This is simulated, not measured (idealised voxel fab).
This section sets out a process module, namely voxel gate over fins.
Shown is cross-section cut, with a width of 235 nm and square cells of size 5 nm.
Cross-section = grid of square cells, listed top down in bands; band = one or more rows. What a band's entry tells you: where the top is and where the bottom is, as heights in nm, and after that what lies inside, material by material from left to right, each with its width in nm. Empty space is written as the word "air", and a single material marked with the word "edge to edge" occupies the band from edge to edge. Height reference: 0 = level under which incoming wafer is all one material. Lowest band: no bottom, runs on downward, e.g. "0 nm and below". When a width is written as two numbers, as in "30 to 40", the first number is the width in the top row of cells of the band and the second is the width in its bottom row, and the width changes by the same amount from each row to the next. A step reported as "no modification" is a step in which no cell of the cross-section changed. The entry "Closed void table" lists the empty spaces that cover at least 8 cells and have no open path to the top. Each is written as width x height at distance, where the distance is measured from the left edge and all three values are in nm. Heads up: the bit after the settings on a step's line is the simulator's remark on that step. Among the settings permitted on a step's line is "overlay nm"; applied to a step with a mask, it specifies the extent to which the mask lay to the right of its planned position, whereas a negative figure signifies a position to the left.
-- Set out below are the planned steps of the process
1. RECEIVE [material Si]
2. CONFORMAL_DEP [material SiN] [thk nm 5]
3. MASKED_ETCH [tone cover] [mask id FINS] [width nm 15] [pitch nm 55] [etch materials SiN] [depth nm 5] [overlay nm 0]
4. MASKED_ETCH [tone cover] [mask id FINS] [width nm 15] [pitch nm 55] [etch materials Si] [depth nm 40] [overlay nm 0]
5. OXIDIZE [depth nm 5]
6. FILL_DEP [material SiO2] [thk nm 10]
7. CMP [height nm 5]
8. PATTERN [tone open] [mask id RAIL] [material resist] [width nm 15] [thk nm 20] [overlay nm 0]
9. DIRECTIONAL_ETCH [etch materials SiO2] [depth nm 30]
10. STRIP [etch materials resist]
11. CONFORMAL_DEP [material TiN] [thk nm 5]
12. FILL_DEP [material Ru] [thk nm 5]
13. CMP [height nm 5]
14. SELECTIVE_ETCH [etch materials W Ru TiN] [depth nm 25]
15. FILL_DEP [material SiO2] [thk nm 5]
16. CMP [height nm 5]
17. SELECTIVE_ETCH [etch materials SiO2] [depth nm 15]
18. STRIP [etch materials SiN]
19. CONFORMAL_DEP [material HfO2] [thk nm 5]
20. CONFORMAL_DEP [material TiN] [thk nm 5]
21. CONFORMAL_DEP [material TiAl] [thk nm 5]
22. CONFORMAL_DEP [material TiN] [thk nm 5]
23. FILL_DEP [material W] [thk nm 15]
24. CMP [height nm 30]
25. CONFORMAL_DEP [material SiN] [thk nm 5]
The plan shows the depth nm of step 9 as the first wafer had it; this setting differs between the wafers, which start out alike.
-- Cut through the first of several wafers as received, post step 1
- 0 nm and below = Si edge to edge
- Closed void table: none
-- Cross-sectional representation of the first of several wafers at the end of the module, i.e. after its terminal step, step 25
- 35 nm to 30 nm = SiN edge to edge
- 30 nm to 20 nm = W edge to edge
- 20 nm to 15 nm = 65 nm W; 45 nm TiN; 10 nm W; 45 nm TiN; 70 nm W
- 15 nm to 10 nm = 65 nm W; 5 nm TiN; 35 nm TiAl; 5 nm TiN; 10 nm W; 5 nm TiN; 35 nm TiAl; 5 nm TiN; 70 nm W
- 10 nm to 5 nm = 70 nm TiN; 5 nm TiAl; 25 nm TiN; 5 nm TiAl; 20 nm TiN; 5 nm TiAl; 25 nm TiN; 5 nm TiAl; 75 nm TiN
- 5 nm to 0 nm = 75 nm TiAl; 5 nm TiN; 15 nm HfO2; 5 nm TiN; 30 nm TiAl; 5 nm TiN; 15 nm HfO2; 5 nm TiN; 80 nm TiAl
- 0 nm to -5 nm = 80 nm TiN; 5 nm HfO2; 5 nm Si; 5 nm HfO2; 40 nm TiN; 5 nm HfO2; 5 nm Si; 5 nm HfO2; 85 nm TiN
- -5 nm to -10 nm = 85 nm HfO2; 5 nm Si; 50 nm HfO2; 5 nm Si; 90 nm HfO2
- -10 nm to -20 nm = 85 nm SiO2; 5 nm Si; 50 nm SiO2; 5 nm Si; 90 nm SiO2
- -20 nm to -25 nm = 85 nm SiO2; 5 nm Si; 15 nm SiO2; 15 nm TiN; 20 nm SiO2; 5 nm Si; 90 nm SiO2
- -25 nm to -45 nm = 85 nm SiO2; 5 nm Si; 50 nm SiO2; 5 nm Si; 90 nm SiO2
- -45 nm and below = Si edge to edge
- Closed void table: none
-- A cross-section through the last wafer at the close of the module
- 35 nm to 30 nm = SiN edge to edge
- 30 nm to 20 nm = W edge to edge
- 20 nm to 15 nm = 65 nm W; 45 nm TiN; 10 nm W; 45 nm TiN; 70 nm W
- 15 nm to 10 nm = 65 nm W; 5 nm TiN; 35 nm TiAl; 5 nm TiN; 10 nm W; 5 nm TiN; 35 nm TiAl; 5 nm TiN; 70 nm W
- 10 nm to 5 nm = 70 nm TiN; 5 nm TiAl; 25 nm TiN; 5 nm TiAl; 20 nm TiN; 5 nm TiAl; 25 nm TiN; 5 nm TiAl; 75 nm TiN
- 5 nm to 0 nm = 75 nm TiAl; 5 nm TiN; 15 nm HfO2; 5 nm TiN; 30 nm TiAl; 5 nm TiN; 15 nm HfO2; 5 nm TiN; 80 nm TiAl
- 0 nm to -5 nm = 80 nm TiN; 5 nm HfO2; 5 nm Si; 5 nm HfO2; 40 nm TiN; 5 nm HfO2; 5 nm Si; 5 nm HfO2; 85 nm TiN
- -5 nm to -10 nm = 85 nm HfO2; 5 nm Si; 50 nm HfO2; 5 nm Si; 90 nm HfO2
- -10 nm to -20 nm = 85 nm SiO2; 5 nm Si; 50 nm SiO2; 5 nm Si; 90 nm SiO2
- -20 nm to -40 nm = 85 nm SiO2; 5 nm Si; 15 nm SiO2; 5 nm TiN; 5 nm Ru; 5 nm TiN; 20 nm SiO2; 5 nm Si; 90 nm SiO2
- -40 nm to -45 nm = 85 nm SiO2; 5 nm Si; 15 nm SiO2; 15 nm TiN; 20 nm SiO2; 5 nm Si; 90 nm SiO2
- -45 nm and below = Si edge to edge
- Closed void table: none
-- Heads up, this table goes wafer by wafer. A row tells you, at the end of the module, how many cells of each material that wafer has put on (+) or dropped (-) since it was received, and then its closed voids
depth nm 30; +55 HfO2; -405 Si; +47 SiN; +312 SiO2; +55 TiAl; +113 TiN; +152 W; Closed void table: none
depth nm 35; +55 HfO2; +1 Ru; -405 Si; +47 SiN; +309 SiO2; +55 TiAl; +115 TiN; +152 W; Closed void table: none
depth nm 40; +55 HfO2; +2 Ru; -405 Si; +47 SiN; +306 SiO2; +55 TiAl; +117 TiN; +152 W; Closed void table: none
depth nm 45; +55 HfO2; +3 Ru; -405 Si; +47 SiN; +303 SiO2; +55 TiAl; +119 TiN; +152 W; Closed void table: none
depth nm 50; +55 HfO2; +4 Ru; -405 Si; +47 SiN; +300 SiO2; +55 TiAl; +121 TiN; +152 W; Closed void table: none
depth nm 55; +55 HfO2; +4 Ru; -405 Si; +47 SiN; +300 SiO2; +55 TiAl; +121 TiN; +152 W; Closed void table: none
